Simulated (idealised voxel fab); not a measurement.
The name of this process module is voxel tone inversion.
It is cross-section cut that appears here, measuring 255 nm in width, its square cells being 5 nm in size.
A cross-section is a grid of square cells, given in bands from the top down. A band is one or more rows of cells.
Per band: top height and bottom height in nm, followed by the left-to-right materials and their widths in nm; "all across" marks a single material spanning edge to edge, "air" marks empty space.
Heights are expressed relative to 0, this being the level below which the as-received wafer comprises one material exclusively. The lowest band is unbounded in the downward direction and is denoted as in "0 and below".
It should be noted that a width expressed as "30 to 40" varies in equal increments from row to row of cells within the band, taking the value of the first number at the top row and that of the second number at the bottom row.
Given "no modification" for a step, no cell of the cross-section differs between before and after that step.
"Voids, enclosed" specifies each empty space that is not open to the top and that occupies no fewer than 8 cells, using the form width x height at distance, the distance measured from the left edge and all three quantities in nm.
The remark found on a step's line after its settings is issued by the simulator itself and pertains to that step.
overlay nm: mask offset rightward from planned place, masked step; negative means leftward offset.

Below is the list of planned process steps
1: RECEIVE, material Si
2: CONFORMAL_DEP, material SiCN, thk nm 10
3: DIRECTIONAL_DEP, material aC, thk nm 20
4: PATTERN, tone cover, mask id POSTS, material resist, width nm 25, pitch nm 50, thk nm 25, overlay nm 0
5: DIRECTIONAL_ETCH, etch materials aC, depth nm 20
6: STRIP, etch materials resist
7: FILL_DEP, material SiO2, thk nm 10
8: CMP, height nm 30
9: STRIP, etch materials aC

Step 1 complete: cross-section of the wafer as received
    0 and below | Si all across
    Voids, enclosed: none

End state of the module in cross-section, given the above starting point and plan and one mistake in execution
    30 down to 10 | SiO2=35  air=35  SiO2=15  air=35  SiO2=15  air=35  SiO2=15  air=35  SiO2=35
    10 down to 0 | SiCN all across
    0 and below | Si all across
    Voids, enclosed: none
So what did we get wrong on this run? step 4 ran as: PATTERN, tone cover, mask id POSTS, material resist, width nm 35, pitch nm 50, thk nm 25, overlay nm 0
